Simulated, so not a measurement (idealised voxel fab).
Process module in this document: voxel double patterning
The cross-section shown here is cut; it is 220 nm wide and divided into square cells measuring 5 nm on a side.
Cross-section spec: square-cell grid; bands listed top down; each band is one or more rows.
Quick guide to a band line: top height, bottom height (nm) up front; then every material left to right with its width in nm. Only one material and it's marked "full width"? Then it fills the band edge to edge. And "blank" just means empty space.
Below 0: as-received wafer, all one material; heights counted from there. Lowest band: no bottom, goes on down, written "from 0 down".
Quick explanation for "30..40": the width changes in equal steps down the rows of cells, from the first number in the band's top row to the second number in its bottom row.
Key: "nothing changed" - step with no changed cell in the cross-section.
Enclosed voids (no open way to top), threshold 8 cells or more, entry "Sealed-off cavities", notation width x height at distance, distance from left edge, nm.
On each step's line, the part that comes after the settings is the simulator's own comment on the step.
"overlay nm" denotes, for a step that has a mask, the displacement of the mask to the right of its planned place, with negative values corresponding to the left.
## Process steps foreseen in the plan
1. RECEIVE [material Si]
2. CONFORMAL_DEP [material SiO2] [thk nm 10]
3. DIRECTIONAL_DEP [material TiN] [thk nm 20]
4. DIRECTIONAL_DEP [material SiN] [thk nm 10]
5. PATTERN [tone open] [mask id FIRST] [material resist] [width nm 15] [pitch nm 50] [thk nm 15] [overlay nm 0]
6. DIRECTIONAL_ETCH [etch materials SiN] [depth nm 10]
7. STRIP [etch materials resist]
8. DIRECTIONAL_DEP [material aC] [thk nm 15]
9. PATTERN [tone open] [mask id SECOND] [material resist] [width nm 15] [thk nm 35] [overlay nm 0]
10. DIRECTIONAL_ETCH [etch materials aC] [depth nm 15]
11. STRIP [etch materials resist]
12. DIRECTIONAL_ETCH [etch materials SiN] [depth nm 10]
13. STRIP [etch materials aC]
14. DIRECTIONAL_ETCH [etch materials TiN] [depth nm 20]
15. STRIP [etch materials SiN]
## First of two wafers: run as planned
## Cross-section, incoming material, after step 1
    from 0 down = Si full width
    Sealed-off cavities: none
## Wafer xsec, post step 2
    from 10 to 0 = SiO2 full width
    Under 0: no change, same as before.
## Wafer xsec, post step 3
    from 30 to 10 = TiN full width
    Under 10: no change, same as before.
## Wafer xsec, post step 4
    from 40 to 30 = SiN full width
    Under 30: no change, same as before.
## Wafer xsec, post step 5
    from 55 to 40 = 75 of resist / 15 of blank / 35 of resist / 15 of blank / 80 of resist
    Under 40: no change, same as before.
## Wafer xsec, post step 6
    from 55 to 40 = 75 of resist / 15 of blank / 35 of resist / 15 of blank / 80 of resist
    from 40 to 30 = 75 of SiN / 15 of blank / 35 of SiN / 15 of blank / 80 of SiN
    Under 30: no change, same as before.
## Wafer xsec, post step 7
    from 40 to 30 = 75 of SiN / 15 of blank / 35 of SiN / 15 of blank / 80 of SiN
    Under 30: no change, same as before.
## Wafer xsec, post step 8
    from 55 to 45 = 75 of aC / 15 of blank / 35 of aC / 15 of blank / 80 of aC
    from 45 to 40 = aC full width
    from 40 to 30 = 75 of SiN / 15 of aC / 35 of SiN / 15 of aC / 80 of SiN
    Under 30: no change, same as before.
## Wafer xsec, post step 9
    from 90 to 55 = 100 of resist / 15 of blank / 105 of resist
    from 55 to 45 = 75 of aC / 15 of resist / 35 of aC / 15 of resist / 80 of aC
    Under 45: no change, same as before.
## Wafer xsec, post step 10
    from 75 to 55 = 100 of resist / 15 of blank / 105 of resist
    from 55 to 45 = 75 of aC / 15 of resist / 10 of aC / 15 of blank / 10 of aC / 15 of resist / 80 of aC
    from 45 to 40 = 100 of aC / 15 of blank / 105 of aC
    Under 40: no change, same as before.
## Wafer xsec, post step 11
    from 55 to 45 = 75 of aC / 15 of blank / 10 of aC / 15 of blank / 10 of aC / 15 of blank / 80 of aC
    Under 45: no change, same as before.
## Wafer xsec, post step 12
    from 55 to 45 = 75 of aC / 15 of blank / 10 of aC / 15 of blank / 10 of aC / 15 of blank / 80 of aC
    from 45 to 40 = 100 of aC / 15 of blank / 105 of aC
    from 40 to 30 = 75 of SiN / 15 of aC / 10 of SiN / 15 of blank / 10 of SiN / 15 of aC / 80 of SiN
    Under 30: no change, same as before.
## Wafer xsec, post step 13
    from 40 to 30 = 75 of SiN / 15 of blank / 10 of SiN / 15 of blank / 10 of SiN / 15 of blank / 80 of SiN
    Under 30: no change, same as before.
## Wafer xsec, post step 14
    from 40 to 30 = 75 of SiN / 15 of blank / 10 of SiN / 15 of blank / 10 of SiN / 15 of blank / 80 of SiN
    from 30 to 10 = 75 of TiN / 15 of blank / 10 of TiN / 15 of blank / 10 of TiN / 15 of blank / 80 of TiN
    Under 10: no change, same as before.
## Wafer xsec, post step 15
    from 30 to 10 = 75 of TiN / 15 of blank / 10 of TiN / 15 of blank / 10 of TiN / 15 of blank / 80 of TiN
    Under 10: no change, same as before.
## Wafer two. Identical start, identical plan. One mistake in execution. Identical history through step 4
## Cross-sectional representation of the second wafer at the time designated in the plan for the completion of step 5
    from 55 to 40 = 75 of blank / 15 of resist / 35 of blank / 15 of resist / 80 of blank
    Under 40: no change, same as before.
## Cross-sectional representation of the second wafer at the time designated in the plan for the completion of step 6
    from 55 to 40 = 75 of blank / 15 of resist / 35 of blank / 15 of resist / 80 of blank
    from 40 to 30 = 75 of blank / 15 of SiN / 35 of blank / 15 of SiN / 80 of blank
    Under 30: no change, same as before.
## Cross-sectional representation of the second wafer at the time designated in the plan for the completion of step 7
    from 40 to 30 = 75 of blank / 15 of SiN / 35 of blank / 15 of SiN / 80 of blank
    Under 30: no change, same as before.
## Cross-sectional representation of the second wafer at the time designated in the plan for the completion of step 8
    from 55 to 45 = 75 of blank / 15 of aC / 35 of blank / 15 of aC / 80 of blank
    from 45 to 40 = aC full width
    from 40 to 30 = 75 of aC / 15 of SiN / 35 of aC / 15 of SiN / 80 of aC
    Under 30: no change, same as before.
## Cross-sectional representation of the second wafer at the time designated in the plan for the completion of step 9
    from 90 to 55 = 100 of resist / 15 of blank / 105 of resist
    from 55 to 45 = 75 of resist / 15 of aC / 10 of resist / 15 of blank / 10 of resist / 15 of aC / 80 of resist
    Under 45: no change, same as before.
## Cross-sectional representation of the second wafer at the time designated in the plan for the completion of step 10
    from 75 to 55 = 100 of resist / 15 of blank / 105 of resist
    from 55 to 45 = 75 of resist / 15 of aC / 10 of resist / 15 of blank / 10 of resist / 15 of aC / 80 of resist
    from 45 to 40 = 100 of aC / 15 of blank / 105 of aC
    from 40 to 30 = 75 of aC / 15 of SiN / 10 of aC / 15 of blank / 10 of aC / 15 of SiN / 80 of aC
    Under 30: no change, same as before.
## Cross-sectional representation of the second wafer at the time designated in the plan for the completion of step 11
    from 55 to 45 = 75 of blank / 15 of aC / 35 of blank / 15 of aC / 80 of blank
    Under 45: no change, same as before.
Cross-sectional representation of the second wafer at the time designated in the plan for the completion of step 12: nothing changed
## Cross-sectional representation of the second wafer at the time designated in the plan for the completion of step 13
    from 40 to 30 = 75 of blank / 15 of SiN / 35 of blank / 15 of SiN / 80 of blank
    Under 30: no change, same as before.
## Cross-sectional representation of the second wafer at the time designated in the plan for the completion of step 14
    from 40 to 30 = 75 of blank / 15 of SiN / 35 of blank / 15 of SiN / 80 of blank
    from 30 to 10 = 75 of blank / 15 of TiN / 35 of blank / 15 of TiN / 80 of blank
    Under 10: no change, same as before.
## Cross-sectional representation of the second wafer at the time designated in the plan for the completion of step 15
    from 30 to 10 = 75 of blank / 15 of TiN / 35 of blank / 15 of TiN / 80 of blank
    Under 10: no change, same as before.
Diagnosis: step 5 ran differently from the plan; actual operation with settings: PATTERN [tone cover] [mask id FIRST] [material resist] [width nm 15] [pitch nm 50] [thk nm 15] [overlay nm 0]
Final cells, second wafer relative to first, materials higher or lower: -116 TiN
